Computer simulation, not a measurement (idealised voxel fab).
A process module follows: voxel gate over fins.
The cross-section on display is named cut; it measures 220 nm wide, and its cells are 5 nm squares.
Each cross-section below is a grid of square cells, stated as bands in top-down order, with one or more rows of cells making up each band. Each band's line starts with the height of the band's top and of its bottom, in nm. Then come its materials from left to right, each with its width in nm. One material with "full width" fills the band from edge to edge. "air" is empty space. Note: height 0 marks the level under which the wafer is uniformly one material as received. Lowest band unbounded below, written "top 0, no bottom". The notation "30->40" denotes a width that varies across the rows of cells in the band, beginning at the first number in the top row, finishing at the second number in the bottom row, and changing by an identical amount from each row to the next. For the purposes of this document, the phrase "no modifications" attached to a step denotes that no cell within the cross-section was modified by that step. Voids not open to the top, 8 cells minimum: see "Closed void roster". Written width x height at distance; distance is from the left edge; nm. If you see something after the settings on a step's line, that's the simulator's own remark about that step. overlay nm: mask right of planned place by this much (step with mask). Neg. = left.
These are the steps we planned for the process
1) RECEIVE with material Si
2) CONFORMAL_DEP with material SiN, thk nm 10
3) DIRECTIONAL_DEP with material aC, thk nm 15
4) PATTERN with tone cover, mask id FINS, material resist, width nm 15, pitch nm 40, thk nm 35, overlay nm 0
5) DIRECTIONAL_ETCH with etch materials aC, depth nm 15
6) STRIP with etch materials resist
7) DIRECTIONAL_ETCH with etch materials SiN, depth nm 10
8) DIRECTIONAL_ETCH with etch materials Si, depth nm 40
9) STRIP with etch materials aC
10) OXIDIZE with depth nm 5
11) FILL_DEP with material SiO2, thk nm 5
12) CMP with height nm 10
13) SELECTIVE_ETCH with etch materials SiO2, depth nm 25
14) STRIP with etch materials SiN
15) CONFORMAL_DEP with material HfO2, thk nm 5
16) CONFORMAL_DEP with material TiN, thk nm 5
17) CONFORMAL_DEP with material TiAl, thk nm 5
18) CONFORMAL_DEP with material TiN, thk nm 5
19) FILL_DEP with material W, thk nm 15
20) CMP with height nm 30
21) CONFORMAL_DEP with material SiCN, thk nm 5
First out of two wafers; run went to plan
Cross-section of the wafer at receipt, which is the condition after step 1
> top 0, no bottom | Si full width
> Closed void roster: none
After step 2: wafer cross-section
> top 10, bottom 0 | SiN full width
> Below a height of 0, the structure has not been altered.
After step 3: wafer cross-section
> top 25, bottom 10 | aC full width
> Below a height of 10, the structure has not been altered.
After step 4: wafer cross-section
> top 60, bottom 25 | 40 air | 15 resist | 25 air | 15 resist | 25 air | 15 resist | 25 air | 15 resist | 45 air
> Below a height of 25, the structure has not been altered.
After step 5: wafer cross-section
> top 45, bottom 25 | 40 air | 15 resist | 25 air | 15 resist | 25 air | 15 resist | 25 air | 15 resist | 45 air
> top 25, bottom 10 | 40 air | 15 aC | 25 air | 15 aC | 25 air | 15 aC | 25 air | 15 aC | 45 air
> Below a height of 10, the structure has not been altered.
After step 6: wafer cross-section
> top 25, bottom 10 | 40 air | 15 aC | 25 air | 15 aC | 25 air | 15 aC | 25 air | 15 aC | 45 air
> Below a height of 10, the structure has not been altered.
After step 7: wafer cross-section
> top 25, bottom 10 | 40 air | 15 aC | 25 air | 15 aC | 25 air | 15 aC | 25 air | 15 aC | 45 air
> top 10, bottom 0 | 40 air | 15 SiN | 25 air | 15 SiN | 25 air | 15 SiN | 25 air | 15 SiN | 45 air
> Below a height of 0, the structure has not been altered.
After step 8: wafer cross-section
> top 25, bottom 10 | 40 air | 15 aC | 25 air | 15 aC | 25 air | 15 aC | 25 air | 15 aC | 45 air
> top 10, bottom 0 | 40 air | 15 SiN | 25 air | 15 SiN | 25 air | 15 SiN | 25 air | 15 SiN | 45 air
> top 0, bottom -40 | 40 air | 15 Si | 25 air | 15 Si | 25 air | 15 Si | 25 air | 15 Si | 45 air
> Below a height of -40, the structure has not been altered.
After step 9: wafer cross-section
> top 10, bottom 0 | 40 air | 15 SiN | 25 air | 15 SiN | 25 air | 15 SiN | 25 air | 15 SiN | 45 air
> Below a height of 0, the structure has not been altered.
After step 10: wafer cross-section
> top 10, bottom 0 | 40 air | 15 SiN | 25 air | 15 SiN | 25 air | 15 SiN | 25 air | 15 SiN | 45 air
> top 0, bottom -40 | 40 air | 5 SiO2 | 5 Si | 5 SiO2 | 25 air | 5 SiO2 | 5 Si | 5 SiO2 | 25 air | 5 SiO2 | 5 Si | 5 SiO2 | 25 air | 5 SiO2 | 5 Si | 5 SiO2 | 45 air
> top -40, bottom -45 | 45 SiO2 | 5 Si | 35 SiO2 | 5 Si | 35 SiO2 | 5 Si | 35 SiO2 | 5 Si | 50 SiO2
> Below a height of -45, the structure has not been altered.
After step 11: wafer cross-section
> top 15, bottom 10 | SiO2 full width
> top 10, bottom 0 | 40 SiO2 | 15 SiN | 25 SiO2 | 15 SiN | 25 SiO2 | 15 SiN | 25 SiO2 | 15 SiN | 45 SiO2
> top 0, bottom -45 | 45 SiO2 | 5 Si | 35 SiO2 | 5 Si | 35 SiO2 | 5 Si | 35 SiO2 | 5 Si | 50 SiO2
> Below a height of -45, the structure has not been altered.
After step 12: wafer cross-section
> top 10, bottom 0 | 40 SiO2 | 15 SiN | 25 SiO2 | 15 SiN | 25 SiO2 | 15 SiN | 25 SiO2 | 15 SiN | 45 SiO2
> Below a height of 0, the structure has not been altered.
After step 13: wafer cross-section
> top 10, bottom 0 | 40 air | 15 SiN | 25 air | 15 SiN | 25 air | 15 SiN | 25 air | 15 SiN | 45 air
> top 0, bottom -15 | 45 air | 5 Si | 35 air | 5 Si | 35 air | 5 Si | 35 air | 5 Si | 50 air
> Below a height of -15, the structure has not been altered.
After step 14: wafer cross-section
> top 0, bottom -15 | 45 air | 5 Si | 35 air | 5 Si | 35 air | 5 Si | 35 air | 5 Si | 50 air
> Below a height of -15, the structure has not been altered.
After step 15: wafer cross-section
> top 5, bottom 0 | 40 air | 15 HfO2 | 25 air | 15 HfO2 | 25 air | 15 HfO2 | 25 air | 15 HfO2 | 45 air
> top 0, bottom -10 | 40 air | 5 HfO2 | 5 Si | 5 HfO2 | 25 air | 5 HfO2 | 5 Si | 5 HfO2 | 25 air | 5 HfO2 | 5 Si | 5 HfO2 | 25 air | 5 HfO2 | 5 Si | 5 HfO2 | 45 air
> top -10, bottom -15 | 45 HfO2 | 5 Si | 35 HfO2 | 5 Si | 35 HfO2 | 5 Si | 35 HfO2 | 5 Si | 50 HfO2
> Below a height of -15, the structure has not been altered.
After step 16: wafer cross-section
> top 10, bottom 5 | 35 air | 25 TiN | 15 air | 25 TiN | 15 air | 25 TiN | 15 air | 25 TiN | 40 air
> top 5, bottom 0 | 35 air | 5 TiN | 15 HfO2 | 5 TiN | 15 air | 5 TiN | 15 HfO2 | 5 TiN | 15 air | 5 TiN | 15 HfO2 | 5 TiN | 15 air | 5 TiN | 15 HfO2 | 5 TiN | 40 air
> top 0, bottom -5 | 35 air | 5 TiN | 5 HfO2 | 5 Si | 5 HfO2 | 5 TiN | 15 air | 5 TiN | 5 HfO2 | 5 Si | 5 HfO2 | 5 TiN | 15 air | 5 TiN | 5 HfO2 | 5 Si | 5 HfO2 | 5 TiN | 15 air | 5 TiN | 5 HfO2 | 5 Si | 5 HfO2 | 5 TiN | 40 air
> top -5, bottom -10 | 40 TiN | 5 HfO2 | 5 Si | 5 HfO2 | 25 TiN | 5 HfO2 | 5 Si | 5 HfO2 | 25 TiN | 5 HfO2 | 5 Si | 5 HfO2 | 25 TiN | 5 HfO2 | 5 Si | 5 HfO2 | 45 TiN
> Below a height of -10, the structure has not been altered.
After step 17: wafer cross-section
> top 15, bottom 10 | 30 air | 35 TiAl | 5 air | 35 TiAl | 5 air | 35 TiAl | 5 air | 35 TiAl | 35 air
> top 10, bottom 5 | 30 air | 5 TiAl | 25 TiN | 5 TiAl | 5 air | 5 TiAl | 25 TiN | 5 TiAl | 5 air | 5 TiAl | 25 TiN | 5 TiAl | 5 air | 5 TiAl | 25 TiN | 5 TiAl | 35 air
> top 5, bottom 0 | 30 air | 5 TiAl | 5 TiN | 15 HfO2 | 5 TiN | 5 TiAl | 5 air | 5 TiAl | 5 TiN | 15 HfO2 | 5 TiN | 5 TiAl | 5 air | 5 TiAl | 5 TiN | 15 HfO2 | 5 TiN | 5 TiAl | 5 air | 5 TiAl | 5 TiN | 15 HfO2 | 5 TiN | 5 TiAl | 35 air
> top 0, bottom -5 | 35 TiAl | 5 TiN | 5 HfO2 | 5 Si | 5 HfO2 | 5 TiN | 15 TiAl | 5 TiN | 5 HfO2 | 5 Si | 5 HfO2 | 5 TiN | 15 TiAl | 5 TiN | 5 HfO2 | 5 Si | 5 HfO2 | 5 TiN | 15 TiAl | 5 TiN | 5 HfO2 | 5 Si | 5 HfO2 | 5 TiN | 40 TiAl
> Below a height of -5, the structure has not been altered.
After step 18: wafer cross-section
> top 20, bottom 15 | 25 air | 165 TiN | 30 air
> top 15, bottom 10 | 25 air | 5 TiN | 35 TiAl | 5 TiN | 35 TiAl | 5 TiN | 35 TiAl | 5 TiN | 35 TiAl | 5 TiN | 30 air
> top 10, bottom 5 | 25 air | 5 TiN | 5 TiAl | 25 TiN | 5 TiAl | 5 TiN | 5 TiAl | 25 TiN | 5 TiAl | 5 TiN | 5 TiAl | 25 TiN | 5 TiAl | 5 TiN | 5 TiAl | 25 TiN | 5 TiAl | 5 TiN | 30 air
> top 5, bottom 0 | 30 TiN | 5 TiAl | 5 TiN | 15 HfO2 | 5 TiN | 5 TiAl | 5 TiN | 5 TiAl | 5 TiN | 15 HfO2 | 5 TiN | 5 TiAl | 5 TiN | 5 TiAl | 5 TiN | 15 HfO2 | 5 TiN | 5 TiAl | 5 TiN | 5 TiAl | 5 TiN | 15 HfO2 | 5 TiN | 5 TiAl | 35 TiN
> Below a height of 0, the structure has not been altered.
After step 19: wafer cross-section
> top 35, bottom 20 | W full width
> top 20, bottom 15 | 25 W | 165 TiN | 30 W
> top 15, bottom 10 | 25 W | 5 TiN | 35 TiAl | 5 TiN | 35 TiAl | 5 TiN | 35 TiAl | 5 TiN | 35 TiAl | 5 TiN | 30 W
> top 10, bottom 5 | 25 W | 5 TiN | 5 TiAl | 25 TiN | 5 TiAl | 5 TiN | 5 TiAl | 25 TiN | 5 TiAl | 5 TiN | 5 TiAl | 25 TiN | 5 TiAl | 5 TiN | 5 TiAl | 25 TiN | 5 TiAl | 5 TiN | 30 W
> Below a height of 5, the structure has not been altered.
After step 20: wafer cross-section
> top 30, bottom 20 | W full width
> Below a height of 20, the structure has not been altered.
After step 21: wafer cross-section
> top 35, bottom 30 | SiCN full width
> Below a height of 30, the structure has not been altered.
The second wafer was prepared from the same starting point and under the same plan as the first; its processing contained one mistake, and it remains indistinguishable from the first wafer up to and including step 3
Second wafer, section view, time point: scheduled end of step 4
> top 60, bottom 25 | 40 resist | 15 air | 25 resist | 15 air | 25 resist | 15 air | 25 resist | 15 air | 45 resist
> Below a height of 25, the structure has not been altered.
Second wafer, section view, time point: scheduled end of step 5
> top 45, bottom 25 | 40 resist | 15 air | 25 resist | 15 air | 25 resist | 15 air | 25 resist | 15 air | 45 resist
> top 25, bottom 10 | 40 aC | 15 air | 25 aC | 15 air | 25 aC | 15 air | 25 aC | 15 air | 45 aC
> Below a height of 10, the structure has not been altered.
Second wafer, section view, time point: scheduled end of step 6
> top 25, bottom 10 | 40 aC | 15 air | 25 aC | 15 air | 25 aC | 15 air | 25 aC | 15 air | 45 aC
> Below a height of 10, the structure has not been altered.
Second wafer, section view, time point: scheduled end of step 7
> top 25, bottom 10 | 40 aC | 15 air | 25 aC | 15 air | 25 aC | 15 air | 25 aC | 15 air | 45 aC
> top 10, bottom 0 | 40 SiN | 15 air | 25 SiN | 15 air | 25 SiN | 15 air | 25 SiN | 15 air | 45 SiN
> Below a height of 0, the structure has not been altered.
Second wafer, section view, time point: scheduled end of step 8
> top 25, bottom 10 | 40 aC | 15 air | 25 aC | 15 air | 25 aC | 15 air | 25 aC | 15 air | 45 aC
> top 10, bottom 0 | 40 SiN | 15 air | 25 SiN | 15 air | 25 SiN | 15 air | 25 SiN | 15 air | 45 SiN
> top 0, bottom -40 | 40 Si | 15 air | 25 Si | 15 air | 25 Si | 15 air | 25 Si | 15 air | 45 Si
> Below a height of -40, the structure has not been altered.
Second wafer, section view, time point: scheduled end of step 9
> top 10, bottom 0 | 40 SiN | 15 air | 25 SiN | 15 air | 25 SiN | 15 air | 25 SiN | 15 air | 45 SiN
> Below a height of 0, the structure has not been altered.
Second wafer, section view, time point: scheduled end of step 10
> top 10, bottom 0 | 40 SiN | 15 air | 25 SiN | 15 air | 25 SiN | 15 air | 25 SiN | 15 air | 45 SiN
> top 0, bottom -40 | 35 Si | 5 SiO2 | 15 air | 5 SiO2 | 15 Si | 5 SiO2 | 15 air | 5 SiO2 | 15 Si | 5 SiO2 | 15 air | 5 SiO2 | 15 Si | 5 SiO2 | 15 air | 5 SiO2 | 40 Si
> top -40, bottom -45 | 35 Si | 25 SiO2 | 15 Si | 25 SiO2 | 15 Si | 25 SiO2 | 15 Si | 25 SiO2 | 40 Si
> Below a height of -45, the structure has not been altered.
Second wafer, section view, time point: scheduled end of step 11
> top 15, bottom 10 | SiO2 full width
> top 10, bottom 0 | 40 SiN | 15 SiO2 | 25 SiN | 15 SiO2 | 25 SiN | 15 SiO2 | 25 SiN | 15 SiO2 | 45 SiN
> top 0, bottom -45 | 35 Si | 25 SiO2 | 15 Si | 25 SiO2 | 15 Si | 25 SiO2 | 15 Si | 25 SiO2 | 40 Si
> Below a height of -45, the structure has not been altered.
Second wafer, section view, time point: scheduled end of step 12
> top 10, bottom 0 | 40 SiN | 15 SiO2 | 25 SiN | 15 SiO2 | 25 SiN | 15 SiO2 | 25 SiN | 15 SiO2 | 45 SiN
> Below a height of 0, the structure has not been altered.
Second wafer, section view, time point: scheduled end of step 13
> top 10, bottom 0 | 40 SiN | 15 air | 25 SiN | 15 air | 25 SiN | 15 air | 25 SiN | 15 air | 45 SiN
> top 0, bottom -15 | 35 Si | 25 air | 15 Si | 25 air | 15 Si | 25 air | 15 Si | 25 air | 40 Si
> Below a height of -15, the structure has not been altered.
Second wafer, section view, time point: scheduled end of step 14
> top 0, bottom -15 | 35 Si | 25 air | 15 Si | 25 air | 15 Si | 25 air | 15 Si | 25 air | 40 Si
> Below a height of -15, the structure has not been altered.
Second wafer, section view, time point: scheduled end of step 15
> top 5, bottom 0 | 40 HfO2 | 15 air | 25 HfO2 | 15 air | 25 HfO2 | 15 air | 25 HfO2 | 15 air | 45 HfO2
> top 0, bottom -10 | 35 Si | 5 HfO2 | 15 air | 5 HfO2 | 15 Si | 5 HfO2 | 15 air | 5 HfO2 | 15 Si | 5 HfO2 | 15 air | 5 HfO2 | 15 Si | 5 HfO2 | 15 air | 5 HfO2 | 40 Si
> top -10, bottom -15 | 35 Si | 25 HfO2 | 15 Si | 25 HfO2 | 15 Si | 25 HfO2 | 15 Si | 25 HfO2 | 40 Si
> Below a height of -15, the structure has not been altered.
Second wafer, section view, time point: scheduled end of step 16
> top 10, bottom 5 | 45 TiN | 5 air | 35 TiN | 5 air | 35 TiN | 5 air | 35 TiN | 5 air | 50 TiN
> top 5, bottom 0 | 40 HfO2 | 5 TiN | 5 air | 5 TiN | 25 HfO2 | 5 TiN | 5 air | 5 TiN | 25 HfO2 | 5 TiN | 5 air | 5 TiN | 25 HfO2 | 5 TiN | 5 air | 5 TiN | 45 HfO2
> top 0, bottom -5 | 35 Si | 5 HfO2 | 5 TiN | 5 air | 5 TiN | 5 HfO2 | 15 Si | 5 HfO2 | 5 TiN | 5 air | 5 TiN | 5 HfO2 | 15 Si | 5 HfO2 | 5 TiN | 5 air | 5 TiN | 5 HfO2 | 15 Si | 5 HfO2 | 5 TiN | 5 air | 5 TiN | 5 HfO2 | 40 Si
> top -5, bottom -10 | 35 Si | 5 HfO2 | 15 TiN | 5 HfO2 | 15 Si | 5 HfO2 | 15 TiN | 5 HfO2 | 15 Si | 5 HfO2 | 15 TiN | 5 HfO2 | 15 Si | 5 HfO2 | 15 TiN | 5 HfO2 | 40 Si
> Below a height of -10, the structure has not been altered.
Second wafer, section view, time point: scheduled end of step 17
> top 15, bottom 10 | TiAl full width
> top 10, bottom 5 | 45 TiN | 5 TiAl | 35 TiN | 5 TiAl | 35 TiN | 5 TiAl | 35 TiN | 5 TiAl | 50 TiN
> top 5, bottom 0 | 40 HfO2 | 5 TiN | 5 TiAl | 5 TiN | 25 HfO2 | 5 TiN | 5 TiAl | 5 TiN | 25 HfO2 | 5 TiN | 5 TiAl | 5 TiN | 25 HfO2 | 5 TiN | 5 TiAl | 5 TiN | 45 HfO2
> top 0, bottom -5 | 35 Si | 5 HfO2 | 5 TiN | 5 TiAl | 5 TiN | 5 HfO2 | 15 Si | 5 HfO2 | 5 TiN | 5 TiAl | 5 TiN | 5 HfO2 | 15 Si | 5 HfO2 | 5 TiN | 5 TiAl | 5 TiN | 5 HfO2 | 15 Si | 5 HfO2 | 5 TiN | 5 TiAl | 5 TiN | 5 HfO2 | 40 Si
> Below a height of -5, the structure has not been altered.
Second wafer, section view, time point: scheduled end of step 18
> top 20, bottom 15 | TiN full width
> Below a height of 15, the structure has not been altered.
Second wafer, section view, time point: scheduled end of step 19
> top 35, bottom 20 | W full width
> Below a height of 20, the structure has not been altered.
Second wafer, section view, time point: scheduled end of step 20
> top 30, bottom 20 | W full width
> Below a height of 20, the structure has not been altered.
Second wafer, section view, time point: scheduled end of step 21
> top 35, bottom 30 | SiCN full width
> Below a height of 30, the structure has not been altered.
Finding, execution versus plan: it should be noted that step 4 was executed with settings other than those planned, the operation and settings actually applied being PATTERN with tone open, mask id FINS, material resist, width nm 15, pitch nm 40, thk nm 35, overlay nm 0
The second wafer ends with more or fewer cells of some materials than the first, per final count: 180 more of Si, 120 fewer of SiO2, 12 fewer of TiAl, 15 fewer of TiN, 33 fewer of W
